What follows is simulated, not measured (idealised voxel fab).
The name of this process module is voxel capacitor over wiring.
Xsec cut, 255 nm wide, square cell size 5 nm.
Format of a cross-section: grid, square cells. Given as bands. Order: top down. Band: one or more rows of cells.
Read a band's entry like this: the first values are the height of its top and the height of its bottom in nm, and what follows is the sequence of materials from left to right, each with its width in nm. Note that "air" is empty space, and that a single material marked "edge to edge" reaches across the band from edge to edge.
Convention: height 0 is the level below which the wafer, as received, is all one material. The lowest band does not terminate at the bottom but continues downward, represented as "from 0 down".
Width "30..40": first value at the band's top row of cells, second value at its bottom row, equal change from row to row.
"remained unchanged" (step): cross-section cells unchanged, all of them.
Look at "Voids, fully enclosed" for the closed voids: empty spaces with no open path to the top, sized 8 cells or up. Each is width x height at distance, distance from the left edge, all nm.
What comes after the settings on a step's line is commentary from the simulator itself on that step.
"overlay nm" on a masked step: distance the mask lay right of its planned place, negative for left.

### Here's what the planned process steps look like
1 RECEIVE,material Si
2 CONFORMAL_DEP,material SiO2,thk nm 15
3 DIRECTIONAL_DEP,material TiN,thk nm 5
4 DIRECTIONAL_DEP,material W,thk nm 15
5 MASKED_ETCH,tone cover,mask id METAL_1,width nm 25,pitch nm 85,etch materials W,depth nm 15,overlay nm 0
6 MASKED_ETCH,tone cover,mask id METAL_1,width nm 25,pitch nm 85,etch materials TiN,depth nm 5,overlay nm 0
7 CONFORMAL_DEP,material SiCN,thk nm 5
8 FILL_DEP,material lowk,thk nm 10
9 CMP,height nm 35
10 CONFORMAL_DEP,material SiCN,thk nm 5
11 DIRECTIONAL_DEP,material lowk,thk nm 10
12 DIRECTIONAL_DEP,material aC,thk nm 15
13 PATTERN,tone open,mask id PLUG_1,material resist,width nm 15,thk nm 30,overlay nm 0
14 DIRECTIONAL_ETCH,etch materials aC,depth nm 15
15 STRIP,etch materials resist
16 DIRECTIONAL_ETCH,etch materials lowk,depth nm 10
17 DIRECTIONAL_ETCH,etch materials SiCN,depth nm 5
18 STRIP,etch materials aC
19 CONFORMAL_DEP,material TiN,thk nm 5
20 FILL_DEP,material Cu,thk nm 5
21 CMP,height nm 50
22 DIRECTIONAL_DEP,material TiN,thk nm 5
23 DIRECTIONAL_DEP,material HfO2,thk nm 5
24 DIRECTIONAL_DEP,material TiN,thk nm 10
25 DIRECTIONAL_DEP,material aC,thk nm 15
26 PATTERN,tone cover,mask id UPPER_PLATE,material resist,width nm 65,thk nm 35,overlay nm 0
27 DIRECTIONAL_ETCH,etch materials aC,depth nm 15
28 STRIP,etch materials resist
29 DIRECTIONAL_ETCH,etch materials TiN,depth nm 10
30 DIRECTIONAL_ETCH,etch materials HfO2,depth nm 5
31 STRIP,etch materials aC
32 DIRECTIONAL_DEP,material aC,thk nm 15
33 PATTERN,tone cover,mask id LOWER_PLATE,material resist,width nm 75,thk nm 30,overlay nm 0
34 DIRECTIONAL_ETCH,etch materials aC,depth nm 15
35 STRIP,etch materials resist
36 DIRECTIONAL_ETCH,etch materials TiN,depth nm 5
37 STRIP,etch materials aC
38 FILL_DEP,material SiO2,thk nm 20
39 CMP,height nm 85
40 PATTERN,tone open,mask id PLUG_2,material resist,width nm 15,thk nm 15,overlay nm 0
41 DIRECTIONAL_ETCH,etch materials SiO2,depth nm 15
42 STRIP,etch materials resist
43 CONFORMAL_DEP,material TiN,thk nm 5
44 FILL_DEP,material Cu,thk nm 5
45 CMP,height nm 85
46 CONFORMAL_DEP,material SiCN,thk nm 5

### This is the cross-section of the wafer as we received it, i.e. after step 1
  from 0 down | Si edge to edge
  Voids, fully enclosed: none

### The cross-section shown corresponds to the wafer at the conclusion of the module. The initial structure and the process plan are those presented above; however, one mistake occurred in executing the plan
  from 90 to 85 | SiCN edge to edge
  from 85 to 75 | SiO2 90, TiN 5, Cu 5, TiN 5, SiO2 150
  from 75 to 70 | SiO2 90, TiN 15, SiO2 150
  from 70 to 60 | SiO2 80, TiN 65, SiO2 110
  from 60 to 55 | SiO2 80, HfO2 65, SiO2 110
  from 55 to 50 | SiO2 75, TiN 75, SiO2 105
  from 50 to 40 | lowk 80, TiN 5, Cu 5, TiN 5, lowk 160
  from 40 to 35 | SiCN 80, TiN 15, SiCN 160
  from 35 to 25 | lowk 65, SiCN 5, W 25, SiCN 5, lowk 50, SiCN 5, W 25, SiCN 5, lowk 70
  from 25 to 20 | SiCN 70, W 25, SiCN 60, W 25, SiCN 75
  from 20 to 5 | SiO2 edge to edge
  from 5 to 0 | TiN edge to edge
  from 0 down | Si edge to edge
  Voids, fully enclosed: none
The plan and the run diverged here: plan vs actual: 2 and 3 interchanged
